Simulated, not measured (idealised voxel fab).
Process module under the name voxel ribs on slabs
This is section cut - it's 265 nm across, gridded in 5 nm square cells.
Cross-section spec: square-cell grid; bands listed top down; each band is one or more rows.
For a band, the entry starts with two heights in nm, that of the top and then that of the bottom, and carries on with the band's materials in order from left to right, each alongside its width in nm; the word "throughout" beside a single material means it fills the band edge to edge, and "air" means empty space.
Heights are measured from 0, the level below which the as-received wafer is all one material; the lowest band has no bottom and continues downward, written as in "0..down".
The width entry "30 to 40" should be interpreted row by row: the top row of cells in the band takes the first number, the bottom row takes the second number, and the change between adjacent rows is uniform throughout.
"identical to before" for a step: no cell of the cross-section changed in that step.
This entry, "Voids lacking openings", enumerates those empty regions of no fewer than 8 cells that possess no open connection to the top. Each region is reported in the form width x height at distance, the distance being taken from the left edge, with all three quantities expressed in nm.
Where a step's line continues beyond its settings, the continuation is a remark by the simulator itself on that step.
overlay nm: mask offset rightward from planned place, masked step; negative means leftward offset.
List of planned process steps
1: RECEIVE, material Si
2: DIRECTIONAL_DEP, material SiO2, thk nm 30
3: DIRECTIONAL_DEP, material SiN, thk nm 20
4: PATTERN, tone cover, mask id RIB, material resist, width nm 30, thk nm 20, overlay nm 0
5: DIRECTIONAL_ETCH, etch materials SiN, depth nm 15
6: STRIP, etch materials resist
7: MASKED_ETCH, tone cover, mask id SLAB, width nm 90, etch materials SiN, depth nm 5, overlay nm 0
8: FILL_DEP, material SiO2, thk nm 25
9: CMP, height nm 65
10: DIRECTIONAL_DEP, material TiN, thk nm 10
11: MASKED_ETCH, tone cover, mask id HEATER, width nm 40, etch materials TiN, depth nm 10, overlay nm 0
12: CONFORMAL_DEP, material SiN, thk nm 5
First of the two wafers, run per plan
As-received wafer cross-section (after step 1)
    0..down = Si throughout
    Voids lacking openings: none
Sectional view: wafer, after step 2
    30..0 = SiO2 throughout
    Below a height of 0, the structure has not been altered.
Sectional view: wafer, after step 3
    50..30 = SiN throughout
    Below a height of 30, the structure has not been altered.
Sectional view: wafer, after step 4
    70..50 = air=115 | resist=30 | air=120
    Below a height of 50, the structure has not been altered.
Sectional view: wafer, after step 5
    70..50 = air=115 | resist=30 | air=120
    50..35 = air=115 | SiN=30 | air=120
    Below a height of 35, the structure has not been altered.
Sectional view: wafer, after step 6
    50..35 = air=115 | SiN=30 | air=120
    Below a height of 35, the structure has not been altered.
Sectional view: wafer, after step 7
    50..35 = air=115 | SiN=30 | air=120
    35..30 = air=85 | SiN=90 | air=90
    Below a height of 30, the structure has not been altered.
Sectional view: wafer, after step 8
    75..50 = SiO2 throughout
    50..35 = SiO2=115 | SiN=30 | SiO2=120
    35..30 = SiO2=85 | SiN=90 | SiO2=90
    Below a height of 30, the structure has not been altered.
Sectional view: wafer, after step 9
    65..50 = SiO2 throughout
    Below a height of 50, the structure has not been altered.
Sectional view: wafer, after step 10
    75..65 = TiN throughout
    Below a height of 65, the structure has not been altered.
Sectional view: wafer, after step 11
    75..65 = air=110 | TiN=40 | air=115
    Below a height of 65, the structure has not been altered.
Sectional view: wafer, after step 12
    80..75 = air=105 | SiN=50 | air=110
    75..70 = air=105 | SiN=5 | TiN=40 | SiN=5 | air=110
    70..65 = SiN=110 | TiN=40 | SiN=115
    Below a height of 65, the structure has not been altered.
Companion wafer, the second of two: same beginning, same intended sequence, one mistake in carrying it out; through step 11 inclusive it tracks the first exactly
Planned end of step 12: second wafer, cross-section: identical to before
It is concluded that the wafer was processed incorrectly with respect to the plan, in that step 12 from the plan never happened, it was just skipped
Final difference in cells, second wafer against first, listed per material as more or fewer: SiN -57
